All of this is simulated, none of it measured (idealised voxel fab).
The document below concerns the process module designated voxel fin reveal.
Square cell edge 5 nm, section width 245 nm, ID cut.
Cross-sections here: square-cell grids, written as top-down lists of bands, a band being one or more rows of cells.
Band entry format. Leading values: height of top, height of bottom, nm. Remainder: materials in left-to-right order, each with its width in nm. Special words: "edge to edge" on a single material, which then fills the band edge to edge; "blank", empty space.
Note: height 0 marks the level under which the wafer is uniformly one material as received. Lowest band unbounded below, written "z 0 and below".
Read "30 to 40" as a graded width: first number on top, second number at the bottom, same change between each pair of neighbouring rows.
Where the words "nothing altered" appear for a step, the cross-section shows no cell changed by that step; every cell remained as before.
Closed-off voids of 8+ cells (no open route to the top) go in "Voids, sealed", written width x height at distance from the left edge, in nm.
If you see something after the settings on a step's line, that's the simulator's own remark about that step.
What "overlay nm" on a step's line means: if the step has a mask, that mask lay this far to the right of its planned place, or, when the value is negative, to the left.

LISTED BELOW ARE THE PROCESS STEPS AS PLANNED
1) RECEIVE: material Si
2) CONFORMAL_DEP: material SiN, thk nm 10
3) MASKED_ETCH: tone cover, mask id FINS, width nm 15, pitch nm 40, etch materials SiN, depth nm 10, overlay nm 0
4) MASKED_ETCH: tone cover, mask id FINS, width nm 15, pitch nm 40, etch materials Si, depth nm 35, overlay nm 0
5) OXIDIZE: depth nm 5
6) FILL_DEP: material SiO2, thk nm 15
7) CMP: height nm 10
8) SELECTIVE_ETCH: etch materials SiO2, depth nm 30
9) STRIP: etch materials SiN

FIRST OF TWO WAFERS - AS PLANNED

THE CROSS-SECTION HERE SHOWS THE WAFER AS RECEIVED, I.E. IN ITS STATE AFTER STEP 1
    z 0 and below = Si edge to edge
    Voids, sealed: none

HOW THE WAFER STANDS IN SECTION AFTER STEP 2
    z 10 to 0 = SiN edge to edge
    Below 0 it's all the same as before, nothing changed down there.

HOW THE WAFER STANDS IN SECTION AFTER STEP 3
    z 10 to 0 = blank 95 / SiN 15 / blank 25 / SiN 15 / blank 95
    Below 0 it's all the same as before, nothing changed down there.

HOW THE WAFER STANDS IN SECTION AFTER STEP 4
    z 10 to 0 = blank 95 / SiN 15 / blank 25 / SiN 15 / blank 95
    z 0 to -35 = blank 95 / Si 15 / blank 25 / Si 15 / blank 95
    Below -35 it's all the same as before, nothing changed down there.

HOW THE WAFER STANDS IN SECTION AFTER STEP 5
    z 10 to 0 = blank 95 / SiN 15 / blank 25 / SiN 15 / blank 95
    z 0 to -35 = blank 95 / SiO2 5 / Si 5 / SiO2 5 / blank 25 / SiO2 5 / Si 5 / SiO2 5 / blank 95
    z -35 to -40 = SiO2 100 / Si 5 / SiO2 35 / Si 5 / SiO2 100
    Below -40 it's all the same as before, nothing changed down there.

HOW THE WAFER STANDS IN SECTION AFTER STEP 6
    z 25 to 10 = SiO2 edge to edge
    z 10 to 0 = SiO2 95 / SiN 15 / SiO2 25 / SiN 15 / SiO2 95
    z 0 to -40 = SiO2 100 / Si 5 / SiO2 35 / Si 5 / SiO2 100
    Below -40 it's all the same as before, nothing changed down there.

HOW THE WAFER STANDS IN SECTION AFTER STEP 7
    z 10 to 0 = SiO2 95 / SiN 15 / SiO2 25 / SiN 15 / SiO2 95
    Below 0 it's all the same as before, nothing changed down there.

HOW THE WAFER STANDS IN SECTION AFTER STEP 8
    z 10 to 0 = blank 95 / SiN 15 / blank 25 / SiN 15 / blank 95
    z 0 to -20 = blank 100 / Si 5 / blank 35 / Si 5 / blank 100
    Below -20 it's all the same as before, nothing changed down there.

HOW THE WAFER STANDS IN SECTION AFTER STEP 9
    z 0 to -20 = blank 100 / Si 5 / blank 35 / Si 5 / blank 100
    Below -20 it's all the same as before, nothing changed down there.

SECOND WAFER - SHARED START AND PLAN WITH THE FIRST - ONE ERROR IN RUNNING - SAME AS THE FIRST UP TO STEP 8 INCLUSIVE

CROSS-SECTION OF THE SECOND WAFER CORRESPONDING TO THE PLANNED CONCLUSION OF STEP 9
    z 10 to 0 = blank 95 / SiN 15 / blank 25 / SiN 15 / blank 95
    z 0 to -40 = blank 100 / Si 5 / blank 35 / Si 5 / blank 100
    Below -40 it's all the same as before, nothing changed down there.
In executing the process, a mistake was made relative to the plan: step 9 ran differently from the plan; actual operation with settings: STRIP: etch materials SiO2
Final wafer comparison in cells, second versus first, more or fewer per material: SiN: 12 more, SiO2: 188 fewer
